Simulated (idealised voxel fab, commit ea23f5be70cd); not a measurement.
process module | voxel capacitor over wiring
cross-section cut | 295 nm wide | cells 5 nm
A cross-section is a grid of square cells, given in bands from the top down. A band is one or more rows of cells.
Each band's line starts with the height of the band's top and of its bottom, in nm. Then come its materials from left to right, each with its width in nm. One material with "throughout" fills the band from edge to edge. "air" is empty space.
Height 0 is the level under which the wafer as received is all one material. The lowest band goes on downwards, as in "0 down".
A width such as "30 to 40" changes by the same amount from each row of cells to the next, from the band's top row to its bottom row.
"no change" after a step means that no cell of the cross-section changed.
closed voids: empty space of 8 cells or more with no open way to the top, each as width x height at its distance from the left edge, in nm
after a step's settings: what the simulator itself notes on the step
overlay nm, on a step with a mask: how far to the right of its planned place the mask lay; to the left if negative
plan
1 op RECEIVE | material Si
2 op CONFORMAL_DEP | material SiO2 | thk nm 15
3 op CONFORMAL_DEP | material SiCN | thk nm 5
4 op DIRECTIONAL_DEP | material SiO2 | thk nm 20
5 op MASKED_ETCH | tone open | mask id METAL_1 | width nm 20 | pitch nm 85 | etch materials SiO2 | depth nm 20 | overlay nm 0
6 op MASKED_ETCH | tone open | mask id METAL_1 | width nm 20 | pitch nm 85 | etch materials SiCN | depth nm 5 | overlay nm 0
7 op CONFORMAL_DEP | material TiN | thk nm 5
8 op FILL_DEP | material Cu | thk nm 10
9 op CMP | height nm 40
10 op CONFORMAL_DEP | material SiCN | thk nm 5
11 op DIRECTIONAL_DEP | material SiO2 | thk nm 10
12 op DIRECTIONAL_DEP | material aC | thk nm 15
13 op PATTERN | tone open | mask id PLUG_1 | material resist | width nm 15 | thk nm 35 | overlay nm 0
14 op DIRECTIONAL_ETCH | etch materials aC | depth nm 15
15 op STRIP | etch materials resist
16 op DIRECTIONAL_ETCH | etch materials SiO2 | depth nm 10
17 op DIRECTIONAL_ETCH | etch materials SiCN | depth nm 5
18 op STRIP | etch materials aC
19 op EPI | material Ru | thk nm 10
20 op EPI | material Ru | thk nm 5
21 op DIRECTIONAL_DEP | material TiN | thk nm 10
22 op DIRECTIONAL_DEP | material SiN | thk nm 5
23 op DIRECTIONAL_DEP | material TiN | thk nm 5
24 op DIRECTIONAL_DEP | material aC | thk nm 15
25 op PATTERN | tone cover | mask id UPPER_PLATE | material resist | width nm 70 | thk nm 30 | overlay nm 0
26 op DIRECTIONAL_ETCH | etch materials aC | depth nm 15
27 op STRIP | etch materials resist
28 op DIRECTIONAL_ETCH | etch materials TiN | depth nm 5
29 op DIRECTIONAL_ETCH | etch materials SiN | depth nm 5
30 op STRIP | etch materials aC
31 op DIRECTIONAL_DEP | material aC | thk nm 15
32 op PATTERN | tone cover | mask id LOWER_PLATE | material resist | width nm 80 | thk nm 30 | overlay nm 0
33 op DIRECTIONAL_ETCH | etch materials aC | depth nm 15
34 op STRIP | etch materials resist
35 op DIRECTIONAL_ETCH | etch materials TiN | depth nm 10
36 op STRIP | etch materials aC
37 op FILL_DEP | material SiO2 | thk nm 15
38 op CMP | height nm 85
39 op DIRECTIONAL_DEP | material aC | thk nm 10
40 op PATTERN | tone open | mask id PLUG_2 | material resist | width nm 15 | thk nm 25 | overlay nm 0
41 op DIRECTIONAL_ETCH | etch materials aC | depth nm 10
42 op STRIP | etch materials resist
43 op DIRECTIONAL_ETCH | etch materials SiO2 | depth nm 10
44 op STRIP | etch materials aC
45 op CONFORMAL_DEP | material TiN | thk nm 5
46 op FILL_DEP | material Cu | thk nm 5
47 op CMP | height nm 85
48 op CONFORMAL_DEP | material SiN | thk nm 5
as received, after step 1
  0 down: Si throughout
  closed voids: none
first wafer at the end, as planned
  90 to 85: SiN throughout
  85 to 80: SiO2 110 | TiN 5 | Cu 5 | TiN 5 | SiO2 170
  80 to 70: SiO2 110 to 100 | TiN 15 to 70 | SiO2 170 to 125
  70 to 65: SiO2 100 | SiN 70 | SiO2 125
  65 to 55: SiO2 95 | TiN 80 | SiO2 120
  55 to 45: SiO2 100 | Ru 15 | SiO2 180
  45 to 40: SiCN 100 | Ru 15 | SiCN 180
  40 to 20: SiO2 95 | TiN 5 | Cu 10 | TiN 5 | SiO2 65 | TiN 5 | Cu 10 | TiN 5 | SiO2 95
  20 to 15: SiCN 95 | TiN 20 | SiCN 65 | TiN 20 | SiCN 95
  15 to 0: SiO2 throughout
  0 down: Si throughout
  closed voids: none
second wafer at the end: like start, like plan, one mistake
  90 to 85: SiN throughout
  85 to 80: SiO2 110 | TiN 5 | Cu 5 | TiN 5 | SiO2 170
  80 to 70: SiO2 110 | TiN 15 to 65 | SiO2 170 to 120
  70 to 65: SiO2 110 | SiN 70 | SiO2 115
  65 to 55: SiO2 95 | TiN 85 | SiO2 115
  55 to 45: SiO2 100 | Ru 15 | SiO2 180
  45 to 40: SiCN 100 | Ru 15 | SiCN 180
  40 to 20: SiO2 95 | TiN 5 | Cu 10 | TiN 5 | SiO2 65 | TiN 5 | Cu 10 | TiN 5 | SiO2 95
  20 to 15: SiCN 95 | TiN 20 | SiCN 65 | TiN 20 | SiCN 95
  15 to 0: SiO2 throughout
  0 down: Si throughout
  closed voids: none
what went wrong: step 25 ran as: op PATTERN | tone cover | mask id UPPER_PLATE | material resist | width nm 70 | thk nm 30 | overlay nm 10
at the end the second wafer has, in cells: 1 fewer of SiO2 | 1 more of TiN
